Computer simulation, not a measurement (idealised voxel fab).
process module | voxel double patterning
cross-section cut | 210 nm wide | cells 5 nm
A cross-section is a grid of square cells, given in bands from the top down. A band is one or more rows of cells.
Each band's line starts with the height of the band's top and of its bottom, in nm. Then come its materials from left to right, each with its width in nm. One material with "throughout" fills the band from edge to edge. "air" is empty space.
Height 0 is the level under which the wafer as received is all one material. The lowest band goes on downwards, as in "0 down".
A width such as "30 to 40" changes by the same amount from each row of cells to the next, from the band's top row to its bottom row.
"no change" after a step means that no cell of the cross-section changed.
closed voids: empty space of 8 cells or more with no open way to the top, each as width x height at its distance from the left edge, in nm
after a step's settings: what the simulator itself notes on the step
overlay nm, on a step with a mask: how far to the right of its planned place the mask lay; to the left if negative
plan
1 op RECEIVE | material Si
2 op CONFORMAL_DEP | material SiO2 | thk nm 5
3 op DIRECTIONAL_DEP | material W | thk nm 10
4 op DIRECTIONAL_DEP | material SiN | thk nm 10
5 op MASKED_ETCH | tone open | mask id FIRST | width nm 15 | pitch nm 50 | etch materials SiN | depth nm 10 | overlay nm 0
6 op MASKED_ETCH | tone open | mask id SECOND | width nm 15 | etch materials SiN | depth nm 10 | overlay nm -15
7 op DIRECTIONAL_ETCH | etch materials W | depth nm 10
8 op STRIP | etch materials SiN
varied across the wafers: overlay nm of step 6. The plan shows the first wafer's value. All wafers start alike
first wafer as received, after step 1
  0 down: Si throughout
  closed voids: none
first wafer at the end, after step 8
  15 to 5: W 70 | air 25 | W 25 | air 15 | W 75
  5 to 0: SiO2 throughout
  0 down: Si throughout
  closed voids: none
last wafer at the end
  15 to 5: W 70 | air 15 | W 25 | air 25 | W 75
  5 to 0: SiO2 throughout
  0 down: Si throughout
  closed voids: none
each wafer at the end: cells of each material gained (+) or lost (-) since it was received, then its closed voids
overlay nm -15 | +42 SiO2 | +68 W | closed voids: none
overlay nm -10 | +42 SiO2 | +66 W | closed voids: none
overlay nm -5 | +42 SiO2 | +66 W | closed voids: none
overlay nm 0 | +42 SiO2 | +66 W | closed voids: none
overlay nm 5 | +42 SiO2 | +66 W | closed voids: none
overlay nm 10 | +42 SiO2 | +66 W | closed voids: none
overlay nm 15 | +42 SiO2 | +68 W | closed voids: none
